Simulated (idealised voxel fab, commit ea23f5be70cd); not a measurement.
process module | voxel double patterning
cross-section cut | 260 nm wide | cells 5 nm
A cross-section is a grid of square cells, given in bands from the top down. A band is one or more rows of cells.
Each band's line starts with the height of the band's top and of its bottom, in nm. Then come its materials from left to right, each with its width in nm. One material with "throughout" fills the band from edge to edge. "air" is empty space.
Height 0 is the level under which the wafer as received is all one material. The lowest band goes on downwards, as in "0 down".
A width such as "30 to 40" changes by the same amount from each row of cells to the next, from the band's top row to its bottom row.
"no change" after a step means that no cell of the cross-section changed.
closed voids: empty space of 8 cells or more with no open way to the top, each as width x height at its distance from the left edge, in nm
after a step's settings: what the simulator itself notes on the step
overlay nm, on a step with a mask: how far to the right of its planned place the mask lay; to the left if negative
plan
1 op RECEIVE | material Si
2 op CONFORMAL_DEP | material SiN | thk nm 10
3 op DIRECTIONAL_DEP | material SiO2 | thk nm 15
4 op DIRECTIONAL_DEP | material SiCN | thk nm 10
5 op PATTERN | tone open | mask id FIRST | material resist | width nm 15 | pitch nm 50 | thk nm 15 | overlay nm 0
6 op DIRECTIONAL_ETCH | etch materials SiCN | depth nm 10
7 op STRIP | etch materials resist
8 op DIRECTIONAL_DEP | material aC | thk nm 15
9 op PATTERN | tone open | mask id SECOND | material resist | width nm 15 | thk nm 35 | overlay nm 0
10 op DIRECTIONAL_ETCH | etch materials aC | depth nm 15
11 op STRIP | etch materials resist
12 op DIRECTIONAL_ETCH | etch materials SiCN | depth nm 10
13 op STRIP | etch materials aC
14 op DIRECTIONAL_ETCH | etch materials SiO2 | depth nm 15
15 op STRIP | etch materials SiCN
as received, after step 1
  0 down: Si throughout
  closed voids: none
first wafer at the end, as planned
  25 to 10: SiO2 95 | air 15 | SiO2 10 | air 15 | SiO2 10 | air 15 | SiO2 100
  10 to 0: SiN throughout
  0 down: Si throughout
  closed voids: none
second wafer at the end: like start, like plan, one mistake
  40 to 25: SiO2 95 | air 15 | SiO2 10 | air 15 | SiO2 10 | air 15 | SiO2 100
  25 to 10: SiO2 throughout
  10 to 0: SiN throughout
  0 down: Si throughout
  closed voids: none
what went wrong: step 3 was run twice
at the end the second wafer has, in cells: 156 more of SiO2
